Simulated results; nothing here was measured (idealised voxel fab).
Proc. module: voxel transistor to metal
It is cross-section cut that appears here, measuring 205 nm in width, its square cells being 5 nm in size.
The cross-sections in this document take the form of a grid made of square cells. They are written out as bands, in order from top to bottom. Each band consists of one or more rows of cells.
Heights first: top, then bottom, in nm. Then materials, left to right, each with a width in nm. "all across" on a single material: fills the band edge to edge. "blank": empty space.
Zero point of the height axis is 0; under it, received wafer = one material. Lowest band: continues down indefinitely, "0..down".
Quick explanation for "30 to 40": the width changes in equal steps down the rows of cells, from the first number in the band's top row to the second number in its bottom row.
Given "no alteration" for a step, no cell of the cross-section differs between before and after that step.
The list in "Closed void entries" covers empty spaces of 8 cells or more that cannot reach the top through any open way, and it gives each as width x height at distance; the distance is from the left edge, and width, height and distance are in nm.
Whatever follows a step's settings on its line is a remark the simulator itself makes about that step.
A step line may carry the setting "overlay nm", which, for steps involving a mask, states the distance by which the mask lay to the right of its intended position; negative values denote displacement to the left.

## Process steps foreseen in the plan
1. RECEIVE (material Si)
2. CONFORMAL_DEP (material SiO2; thk nm 5)
3. CONFORMAL_DEP (material SiN; thk nm 15)
4. MASKED_ETCH (tone cover; mask id ACTIVE; width nm 115; etch materials SiN; depth nm 15; overlay nm 0)
5. MASKED_ETCH (tone cover; mask id ACTIVE; width nm 115; etch materials SiO2; depth nm 5; overlay nm 0)
6. MASKED_ETCH (tone cover; mask id ACTIVE; width nm 115; etch materials Si; depth nm 30; overlay nm 0)
7. OXIDIZE (depth nm 5)
8. FILL_DEP (material SiO2; thk nm 15)
9. CMP (height nm 20)
10. SELECTIVE_ETCH (etch materials SiO2; depth nm 5)
11. STRIP (etch materials SiN)
12. SELECTIVE_ETCH (etch materials SiO2; depth nm 5)
13. OXIDIZE (depth nm 5)
14. DIRECTIONAL_DEP (material polySi; thk nm 30)
15. DIRECTIONAL_DEP (material SiCN; thk nm 10)
16. MASKED_ETCH (tone cover; mask id GATE; width nm 25; etch materials SiCN; depth nm 20; overlay nm 0)
17. MASKED_ETCH (tone cover; mask id GATE; width nm 25; etch materials polySi; depth nm 40; overlay nm 0)
18. CONFORMAL_DEP (material SiN; thk nm 10)
19. DIRECTIONAL_ETCH (etch materials SiN; depth nm 10)
20. DIRECTIONAL_ETCH (etch materials SiO2; depth nm 5)
21. DIRECTIONAL_ETCH (etch materials Si; depth nm 5)
22. EPI (material SiGe; thk nm 5)
23. FILL_DEP (material SiO2; thk nm 5)
24. CMP (height nm 40)
25. DIRECTIONAL_DEP (material SiO2; thk nm 15)
26. DIRECTIONAL_DEP (material aC; thk nm 10)
27. PATTERN (tone open; mask id CONTACT; material resist; width nm 20; pitch nm 85; thk nm 30; overlay nm 0)
28. DIRECTIONAL_ETCH (etch materials aC; depth nm 10)
29. STRIP (etch materials resist)
30. DIRECTIONAL_ETCH (etch materials SiO2; depth nm 60)
31. STRIP (etch materials aC)
32. CONFORMAL_DEP (material TiN; thk nm 5)
33. FILL_DEP (material W; thk nm 5)
34. CMP (height nm 55)
35. DIRECTIONAL_DEP (material TiN; thk nm 5)
36. DIRECTIONAL_DEP (material W; thk nm 25)
37. MASKED_ETCH (tone cover; mask id METAL_1; width nm 20; pitch nm 85; etch materials W; depth nm 25; overlay nm 0)
38. MASKED_ETCH (tone cover; mask id METAL_1; width nm 20; pitch nm 85; etch materials TiN; depth nm 5; overlay nm 0)
39. FILL_DEP (material lowk; thk nm 10)
40. CMP (height nm 85)
41. CONFORMAL_DEP (material SiCN; thk nm 5)
42. DIRECTIONAL_DEP (material SiO2; thk nm 25)
43. DIRECTIONAL_DEP (material aC; thk nm 15)
44. PATTERN (tone open; mask id METAL_2; material resist; width nm 20; pitch nm 85; thk nm 30; overlay nm 0)
45. DIRECTIONAL_ETCH (etch materials aC; depth nm 15)
46. STRIP (etch materials resist)
47. DIRECTIONAL_ETCH (etch materials SiO2; depth nm 15)
48. STRIP (etch materials aC)
49. DIRECTIONAL_DEP (material aC; thk nm 15)
50. PATTERN (tone open; mask id METAL_2_HOLES; material resist; width nm 15; pitch nm 85; thk nm 30; overlay nm 0)
51. DIRECTIONAL_ETCH (etch materials aC; depth nm 15)
52. STRIP (etch materials resist)
53. DIRECTIONAL_ETCH (etch materials SiO2; depth nm 10)
54. DIRECTIONAL_ETCH (etch materials SiCN; depth nm 5)
55. STRIP (etch materials aC)
56. CONFORMAL_DEP (material TiN; thk nm 5)
57. FILL_DEP (material Ru; thk nm 10)
58. CMP (height nm 115)
59. CONFORMAL_DEP (material SiCN; thk nm 5)

## Cross-section of the wafer as it came to us, i.e., already through step 1
* 0..down: Si all across
* Closed void entries: none

## Wafer at module end, in section. Began as above, planned as above, run with one mistake
* 120..115: SiCN all across
* 115..105: 50 SiO2  5 TiN  10 Ru  5 TiN  65 SiO2  5 TiN  10 Ru  5 TiN  50 SiO2
* 105..100: 50 SiO2  5 TiN  5 Ru  10 TiN  65 SiO2  5 TiN  5 Ru  10 TiN  50 SiO2
* 100..90: 50 SiO2  5 TiN  5 Ru  5 TiN  70 SiO2  5 TiN  5 Ru  5 TiN  55 SiO2
* 90..85: 50 SiCN  15 TiN  70 SiCN  15 TiN  55 SiCN
* 85..60: 50 lowk  20 W  65 lowk  20 W  50 lowk
* 60..55: 50 lowk  30 TiN  55 lowk  30 TiN  40 lowk
* 55..40: 50 SiO2  5 TiN  10 W  5 TiN  65 SiO2  5 TiN  10 W  5 TiN  50 SiO2
* 40..30: 50 SiO2  5 TiN  10 W  5 TiN  10 SiO2  10 SiN  25 SiCN  10 SiN  10 SiO2  5 TiN  10 W  5 TiN  50 SiO2
* 30..10: 50 SiO2  5 TiN  10 W  5 TiN  10 SiO2  10 SiN  25 polySi  10 SiN  10 SiO2  5 TiN  10 W  5 TiN  50 SiO2
* 10..0: 40 SiO2  10 SiN  5 TiN  10 W  5 TiN  10 SiO2  10 SiN  25 polySi  10 SiN  10 SiO2  5 TiN  10 W  5 TiN  10 SiN  40 SiO2
* 0..-5: 50 SiO2  20 TiN  5 SiO2  5 SiGe  45 SiO2  5 SiGe  5 SiO2  20 TiN  50 SiO2
* -5..-10: 50 SiO2  30 SiGe  45 Si  30 SiGe  50 SiO2
* -10..-35: 50 SiO2  105 Si  50 SiO2
* -35..down: Si all across
* Closed void entries: none
Misprocessing identified: heads up, step 38 didn't go per plan, it actually ran as MASKED_ETCH (tone cover; mask id METAL_1; width nm 20; pitch nm 85; etch materials TiN; depth nm 5; overlay nm 10)
